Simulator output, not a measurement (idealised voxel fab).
The name of this process module is voxel self aligned contacts.
Pictured: cross-section cut, 270 nm wide, on a grid of 5 nm square cells.
A cross-section is a grid of square cells, given in bands from the top down. A band is one or more rows of cells. Within each band entry, the heights of the top and of the bottom of the band appear first, in that order and in nm; the materials of the band then follow from left to right, each with its corresponding width in nm. The designation "everywhere" on a single material indicates that it fills the band from edge to edge; the designation "air" indicates empty space. We count height from 0. Below that, the starting wafer is all one material. The lowest band never ends at the bottom but goes on down; see "top 0, no bottom" for how that is written. So if you see something like "30 to 40" for the width, read it as the top row of the band sitting at the first number and the bottom row at the second, with every row in between moving by the same amount as the last. A step reported as "no change" is a step in which no cell of the cross-section changed. The label "Trapped voids" introduces a list of the empty spaces, 8 cells or larger, that have no open way up to the top; each entry in it reads width x height at distance, where the distance is taken from the left edge and all three are stated in nm. What comes after the settings on a step's line is commentary from the simulator itself on that step. A step's line can hold "overlay nm"; with a mask on that step, the setting says how far right of the planned place the mask lay, while a negative setting says it lay to the left.

### The steps planned for the process are as follows
step 1: RECEIVE: material Si
step 2: OXIDIZE: depth nm 5
step 3: DIRECTIONAL_DEP: material polySi, thk nm 30
step 4: DIRECTIONAL_DEP: material SiN, thk nm 15
step 5: MASKED_ETCH: tone cover, mask id GATE, width nm 25, pitch nm 55, etch materials SiN, depth nm 15, overlay nm 0
step 6: MASKED_ETCH: tone cover, mask id GATE, width nm 25, pitch nm 55, etch materials polySi, depth nm 30, overlay nm 0
step 7: CONFORMAL_DEP: material SiN, thk nm 5
step 8: DIRECTIONAL_ETCH: etch materials SiN, depth nm 5
step 9: FILL_DEP: material SiO2, thk nm 10
step 10: CMP: height nm 50
step 11: MASKED_ETCH: tone open, mask id CONTACT, width nm 40, pitch nm 55, etch materials SiO2, depth nm 55, overlay nm 0
step 12: CONFORMAL_DEP: material TiN, thk nm 5
step 13: FILL_DEP: material Ru, thk nm 10
step 14: CMP: height nm 50
step 15: CONFORMAL_DEP: material SiCN, thk nm 5

### On the first of the two wafers: run conducted according to plan

### Received-state cross-section, reflecting completion of step 1
* top 0, no bottom = Si everywhere
* Trapped voids: none

### Cross-section through the wafer, step 2 finished
* top 0, bottom -5 = SiO2 everywhere
* Nothing below the height -5 has changed.

### Cross-section through the wafer, step 3 finished
* top 30, bottom 0 = polySi everywhere
* Nothing below the height 0 has changed.

### Cross-section through the wafer, step 4 finished
* top 45, bottom 30 = SiN everywhere
* Nothing below the height 30 has changed.

### Cross-section through the wafer, step 5 finished
* top 45, bottom 30 = 65 nm air / 25 nm SiN / 30 nm air / 25 nm SiN / 30 nm air / 25 nm SiN / 70 nm air
* Nothing below the height 30 has changed.

### Cross-section through the wafer, step 6 finished
* top 45, bottom 30 = 65 nm air / 25 nm SiN / 30 nm air / 25 nm SiN / 30 nm air / 25 nm SiN / 70 nm air
* top 30, bottom 0 = 65 nm air / 25 nm polySi / 30 nm air / 25 nm polySi / 30 nm air / 25 nm polySi / 70 nm air
* Nothing below the height 0 has changed.

### Cross-section through the wafer, step 7 finished
* top 50, bottom 30 = 60 nm air / 35 nm SiN / 20 nm air / 35 nm SiN / 20 nm air / 35 nm SiN / 65 nm air
* top 30, bottom 5 = 60 nm air / 5 nm SiN / 25 nm polySi / 5 nm SiN / 20 nm air / 5 nm SiN / 25 nm polySi / 5 nm SiN / 20 nm air / 5 nm SiN / 25 nm polySi / 5 nm SiN / 65 nm air
* top 5, bottom 0 = 65 nm SiN / 25 nm polySi / 30 nm SiN / 25 nm polySi / 30 nm SiN / 25 nm polySi / 70 nm SiN
* Nothing below the height 0 has changed.

### Cross-section through the wafer, step 8 finished
* top 45, bottom 30 = 60 nm air / 35 nm SiN / 20 nm air / 35 nm SiN / 20 nm air / 35 nm SiN / 65 nm air
* top 30, bottom 0 = 60 nm air / 5 nm SiN / 25 nm polySi / 5 nm SiN / 20 nm air / 5 nm SiN / 25 nm polySi / 5 nm SiN / 20 nm air / 5 nm SiN / 25 nm polySi / 5 nm SiN / 65 nm air
* Nothing below the height 0 has changed.

### Cross-section through the wafer, step 9 finished
* top 55, bottom 45 = SiO2 everywhere
* top 45, bottom 30 = 60 nm SiO2 / 35 nm SiN / 20 nm SiO2 / 35 nm SiN / 20 nm SiO2 / 35 nm SiN / 65 nm SiO2
* top 30, bottom 0 = 60 nm SiO2 / 5 nm SiN / 25 nm polySi / 5 nm SiN / 20 nm SiO2 / 5 nm SiN / 25 nm polySi / 5 nm SiN / 20 nm SiO2 / 5 nm SiN / 25 nm polySi / 5 nm SiN / 65 nm SiO2
* Nothing below the height 0 has changed.

### Cross-section through the wafer, step 10 finished
* top 50, bottom 45 = SiO2 everywhere
* Nothing below the height 45 has changed.

### Cross-section through the wafer, step 11 finished
* top 50, bottom 45 = 85 nm SiO2 / 40 nm air / 15 nm SiO2 / 40 nm air / 90 nm SiO2
* top 45, bottom 30 = 60 nm SiO2 / 35 nm SiN / 20 nm air / 35 nm SiN / 20 nm air / 35 nm SiN / 65 nm SiO2
* top 30, bottom 0 = 60 nm SiO2 / 5 nm SiN / 25 nm polySi / 5 nm SiN / 20 nm air / 5 nm SiN / 25 nm polySi / 5 nm SiN / 20 nm air / 5 nm SiN / 25 nm polySi / 5 nm SiN / 65 nm SiO2
* top 0, bottom -5 = 95 nm SiO2 / 20 nm air / 35 nm SiO2 / 20 nm air / 100 nm SiO2
* Nothing below the height -5 has changed.

### Cross-section through the wafer, step 12 finished
* top 55, bottom 50 = 90 nm TiN / 30 nm air / 25 nm TiN / 30 nm air / 95 nm TiN
* top 50, bottom 45 = 85 nm SiO2 / 15 nm TiN / 10 nm air / 15 nm TiN / 15 nm SiO2 / 15 nm TiN / 10 nm air / 15 nm TiN / 90 nm SiO2
* top 45, bottom 30 = 60 nm SiO2 / 35 nm SiN / 5 nm TiN / 10 nm air / 5 nm TiN / 35 nm SiN / 5 nm TiN / 10 nm air / 5 nm TiN / 35 nm SiN / 65 nm SiO2
* top 30, bottom 0 = 60 nm SiO2 / 5 nm SiN / 25 nm polySi / 5 nm SiN / 5 nm TiN / 10 nm air / 5 nm TiN / 5 nm SiN / 25 nm polySi / 5 nm SiN / 5 nm TiN / 10 nm air / 5 nm TiN / 5 nm SiN / 25 nm polySi / 5 nm SiN / 65 nm SiO2
* top 0, bottom -5 = 95 nm SiO2 / 20 nm TiN / 35 nm SiO2 / 20 nm TiN / 100 nm SiO2
* Nothing below the height -5 has changed.

### Cross-section through the wafer, step 13 finished
* top 65, bottom 55 = Ru everywhere
* top 55, bottom 50 = 90 nm TiN / 30 nm Ru / 25 nm TiN / 30 nm Ru / 95 nm TiN
* top 50, bottom 45 = 85 nm SiO2 / 15 nm TiN / 10 nm Ru / 15 nm TiN / 15 nm SiO2 / 15 nm TiN / 10 nm Ru / 15 nm TiN / 90 nm SiO2
* top 45, bottom 30 = 60 nm SiO2 / 35 nm SiN / 5 nm TiN / 10 nm Ru / 5 nm TiN / 35 nm SiN / 5 nm TiN / 10 nm Ru / 5 nm TiN / 35 nm SiN / 65 nm SiO2
* top 30, bottom 0 = 60 nm SiO2 / 5 nm SiN / 25 nm polySi / 5 nm SiN / 5 nm TiN / 10 nm Ru / 5 nm TiN / 5 nm SiN / 25 nm polySi / 5 nm SiN / 5 nm TiN / 10 nm Ru / 5 nm TiN / 5 nm SiN / 25 nm polySi / 5 nm SiN / 65 nm SiO2
* Nothing below the height 0 has changed.

### Cross-section through the wafer, step 14 finished
* top 50, bottom 45 = 85 nm SiO2 / 15 nm TiN / 10 nm Ru / 15 nm TiN / 15 nm SiO2 / 15 nm TiN / 10 nm Ru / 15 nm TiN / 90 nm SiO2
* Nothing below the height 45 has changed.

### Cross-section through the wafer, step 15 finished
* top 55, bottom 50 = SiCN everywhere
* Nothing below the height 50 has changed.

### The second wafer began exactly as the first did and followed the same plan, but one mistake was made while running it; through step 4 inclusive, the two wafers are identical

### Cross-sectional representation of the second wafer at the time designated in the plan for the completion of step 5
* top 45, bottom 30 = 60 nm air / 35 nm SiN / 20 nm air / 35 nm SiN / 20 nm air / 35 nm SiN / 65 nm air
* Nothing below the height 30 has changed.

### Cross-sectional representation of the second wafer at the time designated in the plan for the completion of step 6
* top 45, bottom 30 = 60 nm air / 35 nm SiN / 20 nm air / 35 nm SiN / 20 nm air / 35 nm SiN / 65 nm air
* top 30, bottom 0 = 60 nm air / 35 nm polySi / 20 nm air / 35 nm polySi / 20 nm air / 35 nm polySi / 65 nm air
* Nothing below the height 0 has changed.

### Cross-sectional representation of the second wafer at the time designated in the plan for the completion of step 7
* top 50, bottom 30 = 55 nm air / 45 nm SiN / 10 nm air / 45 nm SiN / 10 nm air / 45 nm SiN / 60 nm air
* top 30, bottom 5 = 55 nm air / 5 nm SiN / 35 nm polySi / 5 nm SiN / 10 nm air / 5 nm SiN / 35 nm polySi / 5 nm SiN / 10 nm air / 5 nm SiN / 35 nm polySi / 5 nm SiN / 60 nm air
* top 5, bottom 0 = 60 nm SiN / 35 nm polySi / 20 nm SiN / 35 nm polySi / 20 nm SiN / 35 nm polySi / 65 nm SiN
* Nothing below the height 0 has changed.

### Cross-sectional representation of the second wafer at the time designated in the plan for the completion of step 8
* top 45, bottom 30 = 55 nm air / 45 nm SiN / 10 nm air / 45 nm SiN / 10 nm air / 45 nm SiN / 60 nm air
* top 30, bottom 0 = 55 nm air / 5 nm SiN / 35 nm polySi / 5 nm SiN / 10 nm air / 5 nm SiN / 35 nm polySi / 5 nm SiN / 10 nm air / 5 nm SiN / 35 nm polySi / 5 nm SiN / 60 nm air
* Nothing below the height 0 has changed.

### Cross-sectional representation of the second wafer at the time designated in the plan for the completion of step 9
* top 55, bottom 45 = SiO2 everywhere
* top 45, bottom 30 = 55 nm SiO2 / 45 nm SiN / 10 nm SiO2 / 45 nm SiN / 10 nm SiO2 / 45 nm SiN / 60 nm SiO2
* top 30, bottom 0 = 55 nm SiO2 / 5 nm SiN / 35 nm polySi / 5 nm SiN / 10 nm SiO2 / 5 nm SiN / 35 nm polySi / 5 nm SiN / 10 nm SiO2 / 5 nm SiN / 35 nm polySi / 5 nm SiN / 60 nm SiO2
* Nothing below the height 0 has changed.

### Cross-sectional representation of the second wafer at the time designated in the plan for the completion of step 10
* top 50, bottom 45 = SiO2 everywhere
* Nothing below the height 45 has changed.

### Cross-sectional representation of the second wafer at the time designated in the plan for the completion of step 11
* top 50, bottom 45 = 85 nm SiO2 / 40 nm air / 15 nm SiO2 / 40 nm air / 90 nm SiO2
* top 45, bottom 30 = 55 nm SiO2 / 45 nm SiN / 10 nm air / 45 nm SiN / 10 nm air / 45 nm SiN / 60 nm SiO2
* top 30, bottom 0 = 55 nm SiO2 / 5 nm SiN / 35 nm polySi / 5 nm SiN / 10 nm air / 5 nm SiN / 35 nm polySi / 5 nm SiN / 10 nm air / 5 nm SiN / 35 nm polySi / 5 nm SiN / 60 nm SiO2
* top 0, bottom -5 = 100 nm SiO2 / 10 nm air / 45 nm SiO2 / 10 nm air / 105 nm SiO2
* Nothing below the height -5 has changed.

### Cross-sectional representation of the second wafer at the time designated in the plan for the completion of step 12
* top 55, bottom 50 = 90 nm TiN / 30 nm air / 25 nm TiN / 30 nm air / 95 nm TiN
* top 50, bottom 45 = 85 nm SiO2 / 40 nm TiN / 15 nm SiO2 / 40 nm TiN / 90 nm SiO2
* top 45, bottom 30 = 55 nm SiO2 / 45 nm SiN / 10 nm TiN / 45 nm SiN / 10 nm TiN / 45 nm SiN / 60 nm SiO2
* top 30, bottom 0 = 55 nm SiO2 / 5 nm SiN / 35 nm polySi / 5 nm SiN / 10 nm TiN / 5 nm SiN / 35 nm polySi / 5 nm SiN / 10 nm TiN / 5 nm SiN / 35 nm polySi / 5 nm SiN / 60 nm SiO2
* top 0, bottom -5 = 100 nm SiO2 / 10 nm TiN / 45 nm SiO2 / 10 nm TiN / 105 nm SiO2
* Nothing below the height -5 has changed.

### Cross-sectional representation of the second wafer at the time designated in the plan for the completion of step 13
* top 65, bottom 55 = Ru everywhere
* top 55, bottom 50 = 90 nm TiN / 30 nm Ru / 25 nm TiN / 30 nm Ru / 95 nm TiN
* Nothing below the height 50 has changed.

### Cross-sectional representation of the second wafer at the time designated in the plan for the completion of step 14
* top 50, bottom 45 = 85 nm SiO2 / 40 nm TiN / 15 nm SiO2 / 40 nm TiN / 90 nm SiO2
* Nothing below the height 45 has changed.

### Cross-sectional representation of the second wafer at the time designated in the plan for the completion of step 15
* top 55, bottom 50 = SiCN everywhere
* Nothing below the height 50 has changed.
Error vs. plan: step 5: run off-plan, actual operation and settings MASKED_ETCH: tone cover, mask id GATE, width nm 35, pitch nm 55, etch materials SiN, depth nm 15, overlay nm 0
Final difference in cells, second wafer against first, listed per material as more or fewer: Ru: 40 fewer; SiN: 18 more; SiO2: 14 fewer; polySi: 36 more
